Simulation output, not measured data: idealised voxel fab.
Process module under the name voxel double patterning
Cross-section cut: width 210 nm, square cells of 5 nm.
Cross-section = grid of square cells, listed top down in bands; band = one or more rows.
What a band's entry tells you: where the top is and where the bottom is, as heights in nm, and after that what lies inside, material by material from left to right, each with its width in nm. Empty space is written as the word "blank", and a single material marked with the word "throughout" occupies the band from edge to edge.
Measure heights from 0. That's the level where, below it, the as-received wafer is all one material. The lowest band is bottomless and extends downward; write it as in "0 nm and below".
With a width like "30->40", each row of cells in the band differs from the next by the same amount, the top row carrying the first number and the bottom row the second.
Key: "all unchanged" - step with no changed cell in the cross-section.
Each empty space that has no open way to the top and spans at least 8 cells appears under "Enclosed voids" as width x height at distance, the distance counted from the left edge, all in nm.
after a step's settings: what the simulator itself notes on the step
A step line may carry the setting "overlay nm", which, for steps involving a mask, states the distance by which the mask lay to the right of its intended position; negative values denote displacement to the left.

[Here's what the planned process steps look like]
step 1: RECEIVE with material Si
step 2: CONFORMAL_DEP with material SiO2, thk nm 10
step 3: DIRECTIONAL_DEP with material polySi, thk nm 10
step 4: DIRECTIONAL_DEP with material SiCN, thk nm 5
step 5: DIRECTIONAL_DEP with material aC, thk nm 10
step 6: PATTERN with tone open, mask id FIRST, material resist, width nm 15, pitch nm 50, thk nm 30, overlay nm 0
step 7: DIRECTIONAL_ETCH with etch materials aC, depth nm 10
step 8: STRIP with etch materials resist
step 9: DIRECTIONAL_ETCH with etch materials SiCN, depth nm 5
step 10: STRIP with etch materials aC
step 11: MASKED_ETCH with tone open, mask id SECOND, width nm 15, pitch nm 50, etch materials SiCN, depth nm 5, overlay nm 0
step 12: DIRECTIONAL_ETCH with etch materials polySi, depth nm 10
step 13: STRIP with etch materials SiCN
Split variable: width nm, step 11. Plan value = first wafer. Wafers start alike.

[Received wafers, first of several: cross-section after step 1]
    0 nm and below  Si throughout
    Enclosed voids: none

[First of several wafers in cross-section at module end, following the final step, step 13]
    20 nm to 10 nm  polySi: 45, blank: 15, polySi: 10, blank: 15, polySi: 10, blank: 15, polySi: 10, blank: 15, polySi: 10, blank: 15, polySi: 50
    10 nm to 0 nm  SiO2 throughout
    0 nm and below  Si throughout
    Enclosed voids: none

[So this is the cross-section on the last wafer at the end of the module]
    20 nm to 10 nm  polySi: 45, blank: 15, polySi: 5, blank: 45, polySi: 5, blank: 45, polySi: 50
    10 nm to 0 nm  SiO2 throughout
    0 nm and below  Si throughout
    Enclosed voids: none

[Quick key for the table: a row per wafer, taken at the end of the module. For each material it tells you how many cells the wafer gained (+) or lost (-) since it came in, and the closed voids come after]
width nm 15, +84 SiO2, +54 polySi, Enclosed voids: none
width nm 20, +84 SiO2, +50 polySi, Enclosed voids: none
width nm 25, +84 SiO2, +46 polySi, Enclosed voids: none
width nm 30, +84 SiO2, +42 polySi, Enclosed voids: none
